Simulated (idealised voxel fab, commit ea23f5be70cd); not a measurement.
Process module name: voxel tone inversion
cross-section cut | 140 nm wide | cells 5 nm
We lay out every cross-section as a grid of square cells and spell it out in bands from the top down, where one band means one or more rows of cells. Basically the band line says how high the top is and how high the bottom is, in nm, and then what's in it from left to right, every material with its width in nm. Empty space shows up as "blank", and if a single material carries "edge to edge" it runs the full band edge to edge. Height reference: 0 = level under which incoming wafer is all one material. Lowest band: no bottom, runs on downward, e.g. "0..down". A width given as "30..40" starts at the first number in the band's top row and ends at the second number in its bottom row, shifting by an equal amount at every step from row to row. What does "nothing different" mean for a step? It means no cell of the cross-section changed in that step. The entry "Closed empty spaces" lists the empty spaces that cover at least 8 cells and have no open path to the top. Each is written as width x height at distance, where the distance is measured from the left edge and all three values are in nm. That trailing text on a step's line, after the settings, is the simulator's own remark on the step. The setting "overlay nm" may be written on the line of a step. When the step uses a mask, the value reports how far to the right of the planned place the mask lay, and a negative value reports that it lay to the left.
Plan:
1 RECEIVE: material Si
2 CONFORMAL_DEP: material SiCN, thk nm 10
3 DIRECTIONAL_DEP: material polySi, thk nm 15
4 PATTERN: tone cover, mask id POSTS, material resist, width nm 20, pitch nm 50, thk nm 25, overlay nm 0
5 DIRECTIONAL_ETCH: etch materials polySi, depth nm 15
6 STRIP: etch materials resist
7 FILL_DEP: material SiO2, thk nm 5
8 CMP: height nm 25
9 STRIP: etch materials polySi
The first of two wafers, run as planned:
So this is the incoming wafer in cross-section - it's already been through step 1:
- 0..down: Si edge to edge
- Closed empty spaces: none
Wafer xsec, post step 2:
- 10..0: SiCN edge to edge
- Everything under 0 stays put, no change at all.
Wafer xsec, post step 3:
- 25..10: polySi edge to edge
- Everything under 10 stays put, no change at all.
Wafer xsec, post step 4:
- 50..25: blank: 35  resist: 20  blank: 30  resist: 20  blank: 35
- Everything under 25 stays put, no change at all.
Wafer xsec, post step 5:
- 50..25: blank: 35  resist: 20  blank: 30  resist: 20  blank: 35
- 25..10: blank: 35  polySi: 20  blank: 30  polySi: 20  blank: 35
- Everything under 10 stays put, no change at all.
Wafer xsec, post step 6:
- 25..10: blank: 35  polySi: 20  blank: 30  polySi: 20  blank: 35
- Everything under 10 stays put, no change at all.
Wafer xsec, post step 7:
- 30..25: SiO2 edge to edge
- 25..10: SiO2: 35  polySi: 20  SiO2: 30  polySi: 20  SiO2: 35
- Everything under 10 stays put, no change at all.
Wafer xsec, post step 8:
- 25..10: SiO2: 35  polySi: 20  SiO2: 30  polySi: 20  SiO2: 35
- Everything under 10 stays put, no change at all.
Wafer xsec, post step 9:
- 25..10: SiO2: 35  blank: 20  SiO2: 30  blank: 20  SiO2: 35
- Everything under 10 stays put, no change at all.
Wafer two. Identical start, identical plan. One mistake in execution. Identical history through step 3:
Planned end of step 4: second wafer, cross-section:
- 50..25: resist: 35  blank: 20  resist: 30  blank: 20  resist: 35
- Everything under 25 stays put, no change at all.
Planned end of step 5: second wafer, cross-section:
- 50..25: resist: 35  blank: 20  resist: 30  blank: 20  resist: 35
- 25..10: polySi: 35  blank: 20  polySi: 30  blank: 20  polySi: 35
- Everything under 10 stays put, no change at all.
Planned end of step 6: second wafer, cross-section:
- 25..10: polySi: 35  blank: 20  polySi: 30  blank: 20  polySi: 35
- Everything under 10 stays put, no change at all.
Planned end of step 7: second wafer, cross-section:
- 30..25: SiO2 edge to edge
- 25..10: polySi: 35  SiO2: 20  polySi: 30  SiO2: 20  polySi: 35
- Everything under 10 stays put, no change at all.
Planned end of step 8: second wafer, cross-section:
- 25..10: polySi: 35  SiO2: 20  polySi: 30  SiO2: 20  polySi: 35
- Everything under 10 stays put, no change at all.
Planned end of step 9: second wafer, cross-section:
- 25..10: blank: 35  SiO2: 20  blank: 30  SiO2: 20  blank: 35
- Everything under 10 stays put, no change at all.
Nonconformance to the process plan: step 4 did not happen as planned, as run it was PATTERN: tone open, mask id POSTS, material resist, width nm 20, pitch nm 50, thk nm 25, overlay nm 0
Per the end-of-run cell counts, the second wafer holds more or fewer of some materials than the first: SiO2 -36
